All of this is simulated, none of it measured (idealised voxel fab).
voxel released beams: a process module
For reference, the cross-section in this document is cut, with width 215 nm and square cells of 5 nm.
When this document writes out a cross-section, it uses a grid of square cells and lists it as bands, beginning at the top and moving down, with a band standing for one or more rows of cells. The band entry comprises the height of the band's top followed by the height of its bottom, expressed in nm, and subsequently the band's materials from left to right, each stated together with its width in nm. Where a single material is marked with the word "full width", that material fills the band from edge to edge. The word "empty" represents empty space. Heights are reckoned from 0. Under this level, the received wafer is all of one material. The bottommost band is open-ended downward, for example "0 and below". It should be noted that a width expressed as "30 to 40" varies in equal increments from row to row of cells within the band, taking the value of the first number at the top row and that of the second number at the bottom row. You'll sometimes find "nothing changed" written for a step, and that's the way of saying that nowhere in the cross-section did a cell change during that step. Reported under the label "Enclosed internal cavities" are the empty spaces having no open way to the top and comprising 8 cells or more; the notation for each is width x height at distance, in which the distance is measured from the left edge and all three values are in nm. after a step's settings: what the simulator itself notes on the step. "overlay nm" on a masked step: distance the mask lay right of its planned place, negative for left.
## This section lists the process steps that were planned
1,RECEIVE (material Si)
2,CONFORMAL_DEP (material SiN; thk nm 10)
3,DIRECTIONAL_DEP (material SiO2; thk nm 10)
4,DIRECTIONAL_DEP (material aC; thk nm 10)
5,PATTERN (tone open; mask id ANCHOR; material resist; width nm 40; thk nm 25; overlay nm 0)
6,DIRECTIONAL_ETCH (etch materials aC; depth nm 10)
7,STRIP (etch materials resist)
8,DIRECTIONAL_ETCH (etch materials SiO2; depth nm 10)
9,STRIP (etch materials aC)
10,CONFORMAL_DEP (material polySi; thk nm 15)
11,MASKED_ETCH (tone cover; mask id BEAM; width nm 100; etch materials polySi; depth nm 15; overlay nm 0)
12,STRIP (etch materials SiO2)
## as received, after step 1
0 and below: Si full width
Enclosed internal cavities: none
## Wafer at module end, in section. Began as above, planned as above, run with one mistake
45 down to 30: 55 nm empty | 100 nm polySi | 60 nm empty
30 down to 20: SiN full width
20 down to 10: SiO2 full width
10 down to 0: SiN full width
0 and below: Si full width
Enclosed internal cavities: none
The mistake made against the process plan was this: off-plan run, step 4, actual operation and settings DIRECTIONAL_DEP (material SiN; thk nm 10)
